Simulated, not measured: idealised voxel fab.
This section sets out a process module, namely voxel spacer lines.
Section cut is 195 nm wide and gridded with 5 nm square cells.
The cross-sections in this document take the form of a grid made of square cells. They are written out as bands, in order from top to bottom. Each band consists of one or more rows of cells.
Read a band's entry like this: the first values are the height of its top and the height of its bottom in nm, and what follows is the sequence of materials from left to right, each with its width in nm. Note that "empty" is empty space, and that a single material marked "all across" reaches across the band from edge to edge.
The level at which height equals 0 is the one under which the wafer, as it arrives, is entirely one material. No lower edge exists for the bottom band, which continues downward and is notated as in "0..down".
The two numbers in a width such as "30->40" mark its ends across the band: the first belongs to the top row of cells, the second to the bottom row, and from each row to the next the width moves by the same amount.
When a step is marked "no alteration", none of the cells in the cross-section changed during that step.
"Catalogued sealed voids": empty spaces of 8 cells or more with no open way to the top, each given as width x height at distance, distance from the left edge, all in nm.
Heads up: the bit after the settings on a step's line is the simulator's remark on that step.
Each step line may optionally specify "overlay nm", which for a step with a mask gives the rightward distance between the mask's planned place and where it lay, a negative value indicating the leftward direction.

List of planned process steps
1 RECEIVE, material Si
2 CONFORMAL_DEP, material Al2O3, thk nm 5
3 DIRECTIONAL_DEP, material TiN, thk nm 15
4 DIRECTIONAL_DEP, material polySi, thk nm 30
5 PATTERN, tone cover, mask id MANDREL, material resist, width nm 20, pitch nm 70, thk nm 35, overlay nm 0
6 DIRECTIONAL_ETCH, etch materials polySi, depth nm 30
7 STRIP, etch materials resist
8 CONFORMAL_DEP, material SiO2, thk nm 15
9 DIRECTIONAL_ETCH, etch materials SiO2, depth nm 15
10 STRIP, etch materials polySi
11 DIRECTIONAL_ETCH, etch materials TiN, depth nm 15
12 STRIP, etch materials SiO2

As-received wafer cross-section (after step 1)
0..down: Si all across
Catalogued sealed voids: none

Wafer cross-section at module end: first of two, run to plan
20..5: 15 nm TiN, 20 nm empty, 15 nm TiN, 20 nm empty, 15 nm TiN, 20 nm empty, 15 nm TiN, 20 nm empty, 15 nm TiN, 20 nm empty, 15 nm TiN, 5 nm empty
5..0: Al2O3 all across
0..down: Si all across
Catalogued sealed voids: none

Wafer two, sectioned after the module: the first wafer's start, the first wafer's plan, and one mistake in how it was run
35..20: 15 nm TiN, 20 nm empty, 15 nm TiN, 20 nm empty, 15 nm TiN, 20 nm empty, 15 nm TiN, 20 nm empty, 15 nm TiN, 20 nm empty, 15 nm TiN, 5 nm empty
20..5: TiN all across
5..0: Al2O3 all across
0..down: Si all across
Catalogued sealed voids: none
So what did we get wrong on this run? step 3 of the plan was performed twice
It is noted that, at the conclusion of processing, the second wafer exhibits a higher or lower cell count for certain materials relative to the first: TiN +117
